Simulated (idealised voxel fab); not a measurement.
Title: Process Module voxel wiring stack
Each square cell in cross-section cut measures 5 nm, and the section as a whole is 260 nm wide.
This document writes a cross-section as a grid whose cells are square, and gives it as bands, listed from the top down; one or more rows of cells form a band.
It is stipulated that each band's entry specify, in nanometres, the height of the top of the band and then that of its bottom, followed by the materials of the band in left-to-right sequence, each together with its width in nanometres. A single material marked by the word "throughout" is understood to fill the band from edge to edge; the word "empty" is understood to denote empty space.
Heights are measured from 0, the level below which the as-received wafer is all one material; the lowest band has no bottom and continues downward, written as in "from 0 down".
The width entry "30->40" should be interpreted row by row: the top row of cells in the band takes the first number, the bottom row takes the second number, and the change between adjacent rows is uniform throughout.
Step note "identical to before" = no cross-section cell changed.
"Encapsulated voids" specifies each empty space that is not open to the top and that occupies no fewer than 8 cells, using the form width x height at distance, the distance measured from the left edge and all three quantities in nm.
On each step's line, the part that comes after the settings is the simulator's own comment on the step.
You can add "overlay nm" to a step's line. For a step with a mask, it describes how far the mask lay to the right of its planned position, and a negative number describes a lay to the left.

### The steps planned for the process are as follows
1) RECEIVE [material Si]
2) CONFORMAL_DEP [material SiO2] [thk nm 15]
3) DIRECTIONAL_DEP [material TiN] [thk nm 5]
4) DIRECTIONAL_DEP [material Ru] [thk nm 25]
5) PATTERN [tone cover] [mask id METAL_1] [material resist] [width nm 20] [pitch nm 50] [thk nm 20] [overlay nm 0]
6) DIRECTIONAL_ETCH [etch materials Ru] [depth nm 25]
7) DIRECTIONAL_ETCH [etch materials TiN] [depth nm 5]
8) STRIP [etch materials resist]
9) FILL_DEP [material lowk] [thk nm 10]
10) CMP [height nm 45]
11) CONFORMAL_DEP [material SiCN] [thk nm 5]
12) DIRECTIONAL_DEP [material lowk] [thk nm 25]
13) DIRECTIONAL_DEP [material aC] [thk nm 15]
14) PATTERN [tone open] [mask id METAL_2_HOLES] [material resist] [width nm 15] [thk nm 35] [overlay nm 0]
15) DIRECTIONAL_ETCH [etch materials aC] [depth nm 15]
16) STRIP [etch materials resist]
17) DIRECTIONAL_ETCH [etch materials lowk] [depth nm 25]
18) STRIP [etch materials aC]
19) PATTERN [tone open] [mask id METAL_2] [material resist] [width nm 20] [pitch nm 50] [thk nm 15] [overlay nm 0]
20) DIRECTIONAL_ETCH [etch materials lowk] [depth nm 15]
21) DIRECTIONAL_ETCH [etch materials SiCN] [depth nm 5]
22) STRIP [etch materials resist]
23) CONFORMAL_DEP [material TiN] [thk nm 5]
24) FILL_DEP [material Cu] [thk nm 5]
25) CMP [height nm 75]
26) CONFORMAL_DEP [material SiCN] [thk nm 5]
27) DIRECTIONAL_DEP [material SiO2] [thk nm 30]
28) DIRECTIONAL_DEP [material aC] [thk nm 15]
29) PATTERN [tone open] [mask id METAL_3_HOLES] [material resist] [width nm 15] [thk nm 35] [overlay nm 0]
30) DIRECTIONAL_ETCH [etch materials aC] [depth nm 15]
31) STRIP [etch materials resist]
32) DIRECTIONAL_ETCH [etch materials SiO2] [depth nm 30]
33) STRIP [etch materials aC]
34) DIRECTIONAL_DEP [material aC] [thk nm 10]
35) PATTERN [tone open] [mask id METAL_3] [material resist] [width nm 20] [pitch nm 50] [thk nm 30] [overlay nm 0]
36) DIRECTIONAL_ETCH [etch materials aC] [depth nm 10]
37) STRIP [etch materials resist]
38) DIRECTIONAL_ETCH [etch materials SiO2] [depth nm 15]
39) DIRECTIONAL_ETCH [etch materials SiCN] [depth nm 5]
40) STRIP [etch materials aC]
41) CONFORMAL_DEP [material TiN] [thk nm 5]
42) FILL_DEP [material Cu] [thk nm 10]
43) CMP [height nm 110]
44) CONFORMAL_DEP [material SiCN] [thk nm 5]
45) DIRECTIONAL_DEP [material lowk] [thk nm 15]
46) MASKED_ETCH [tone open] [mask id PLUG_3] [width nm 15] [etch materials lowk] [depth nm 15] [overlay nm 0]
47) MASKED_ETCH [tone open] [mask id PLUG_3] [width nm 15] [etch materials SiCN] [depth nm 5] [overlay nm 0]
48) EPI [material Ru] [thk nm 10]
49) EPI [material Ru] [thk nm 10]
50) DIRECTIONAL_DEP [material TiN] [thk nm 5]
51) DIRECTIONAL_DEP [material Ru] [thk nm 15]
52) DIRECTIONAL_DEP [material aC] [thk nm 15]
53) PATTERN [tone cover] [mask id METAL_4] [material resist] [width nm 20] [pitch nm 50] [thk nm 35] [overlay nm 0]
54) DIRECTIONAL_ETCH [etch materials aC] [depth nm 15]
55) STRIP [etch materials resist]
56) DIRECTIONAL_ETCH [etch materials Ru] [depth nm 15]
57) DIRECTIONAL_ETCH [etch materials TiN] [depth nm 5]
58) STRIP [etch materials aC]
59) FILL_DEP [material lowk] [thk nm 5]
60) CMP [height nm 150]
61) CONFORMAL_DEP [material SiN] [thk nm 5]

### Wafer as received: cross-section following step 1
  from 0 down  Si throughout
  Encapsulated voids: none

### Starting wafer: above. Plan: above. Run: one mistake. Cross-section after the module: below
  from 155 to 150  SiN throughout
  from 150 to 135  lowk: 95; Ru: 20; lowk: 30; Ru: 20; lowk: 95
  from 135 to 130  lowk: 95; TiN: 20; lowk: 30; TiN: 20; lowk: 95
  from 130 to 115  lowk: 95; Ru: 15; lowk: 150
  from 115 to 110  SiCN: 95; Ru: 15; SiCN: 150
  from 110 to 100  SiO2: 95; TiN: 5; Cu: 10; TiN: 5; SiO2: 30; TiN: 5; Cu: 10; TiN: 5; SiO2: 95
  from 100 to 95  SiO2: 95; TiN: 5; Cu: 5; TiN: 10; SiO2: 30; TiN: 20; SiO2: 95
  from 95 to 80  SiO2: 95; TiN: 5; Cu: 5; TiN: 5; SiO2: 150
  from 80 to 75  SiCN: 95; TiN: 15; SiCN: 150
  from 75 to 65  lowk: 95; TiN: 5; Cu: 10; TiN: 5; lowk: 30; TiN: 5; Cu: 10; TiN: 5; lowk: 95
  from 65 to 60  lowk: 95; TiN: 5; Cu: 5; TiN: 10; lowk: 30; TiN: 20; lowk: 95
  from 60 to 50  lowk: 95; TiN: 5; Cu: 5; TiN: 5; lowk: 150
  from 50 to 45  SiCN: 95; TiN: 15; SiCN: 150
  from 45 to 35  lowk: 95; Ru: 20; lowk: 30; Ru: 20; lowk: 95
  from 35 to 30  lowk: 95; TiN: 20; lowk: 30; TiN: 20; lowk: 95
  from 30 to 0  SiO2 throughout
  from 0 down  Si throughout
  Encapsulated voids: none
Plan not followed: step 2 from the plan got run twice
